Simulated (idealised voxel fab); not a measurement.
The process module presented herein is designated voxel ribs on slabs.
We display cut, a cross-section 195 nm in width whose square cells are each 5 nm.
Heads up, the way a cross-section reads in here is a grid of square cells, handed over as bands from the top down, with every band being one or more rows of cells.
A band entry consists of two parts. The first gives the height of the band's top and the height of its bottom, in nm. The rest lists the band's materials from left to right, each with its width in nm. A single material labelled with the word "edge to edge" fills the band from edge to edge, and the word "air" marks empty space.
The level at which height equals 0 is the one under which the wafer, as it arrives, is entirely one material. No lower edge exists for the bottom band, which continues downward and is notated as in "from 0 down".
Note: "30->40" means the width goes from the first number (top row of the band) to the second number (bottom row) in equal steps per row of cells.
Step marked "no change"? Then no cell in the cross-section changed in it.
The list in "Cavities, closed" covers empty spaces of 8 cells or more that cannot reach the top through any open way, and it gives each as width x height at distance; the distance is from the left edge, and width, height and distance are in nm.
On each step's line, the part that comes after the settings is the simulator's own comment on the step.
The "overlay nm" setting may appear on a step's line; for a step that uses a mask, it gives how far to the right of its planned position the mask lay, and a negative value indicates the left.

**Below is the list of planned process steps**
1) RECEIVE | material Si
2) DIRECTIONAL_DEP | material SiO2 | thk nm 25
3) DIRECTIONAL_DEP | material SiN | thk nm 15
4) MASKED_ETCH | tone cover | mask id RIB | width nm 25 | etch materials SiN | depth nm 10 | overlay nm 0
5) DIRECTIONAL_DEP | material aC | thk nm 15
6) PATTERN | tone cover | mask id SLAB | material resist | width nm 85 | thk nm 35 | overlay nm 0
7) DIRECTIONAL_ETCH | etch materials aC | depth nm 15
8) STRIP | etch materials resist
9) DIRECTIONAL_ETCH | etch materials SiN | depth nm 5
10) STRIP | etch materials aC
11) FILL_DEP | material SiO2 | thk nm 20
12) CMP | height nm 55
13) DIRECTIONAL_DEP | material TiN | thk nm 10
14) MASKED_ETCH | tone cover | mask id HEATER | width nm 35 | etch materials TiN | depth nm 10 | overlay nm 0
15) CONFORMAL_DEP | material SiN | thk nm 5

**Here's what the wafer looked like in cross-section when it arrived - that's after step 1**
from 0 down  Si edge to edge
Cavities, closed: none

**First wafer of two, sectioned at end of module; run went per plan**
from 70 to 65  75 of air, then 45 of SiN, then 75 of air
from 65 to 60  75 of air, then 5 of SiN, then 35 of TiN, then 5 of SiN, then 75 of air
from 60 to 55  80 of SiN, then 35 of TiN, then 80 of SiN
from 55 to 40  SiO2 edge to edge
from 40 to 30  85 of SiO2, then 25 of SiN, then 85 of SiO2
from 30 to 25  55 of SiO2, then 85 of SiN, then 55 of SiO2
from 25 to 0  SiO2 edge to edge
from 0 down  Si edge to edge
Cavities, closed: none

**Cross-section of the latter of the two wafers at module completion. It had an identical start and an identical plan to the former; in running it, one mistake was made**
from 70 to 65  75 of air, then 45 of SiN, then 75 of air
from 65 to 60  75 of air, then 5 of SiN, then 35 of TiN, then 5 of SiN, then 75 of air
from 60 to 55  80 of SiN, then 35 of TiN, then 80 of SiN
from 55 to 40  SiO2 edge to edge
from 40 to 30  95 of SiO2, then 25 of SiN, then 75 of SiO2
from 30 to 25  55 of SiO2, then 85 of SiN, then 55 of SiO2
from 25 to 0  SiO2 edge to edge
from 0 down  Si edge to edge
Cavities, closed: none
Deviation from plan: step 4 did not happen as planned, as run it was MASKED_ETCH | tone cover | mask id RIB | width nm 25 | etch materials SiN | depth nm 10 | overlay nm 10
At the end, the second wafer has the same number of cells of each material as the first, but those cells sit in other places.
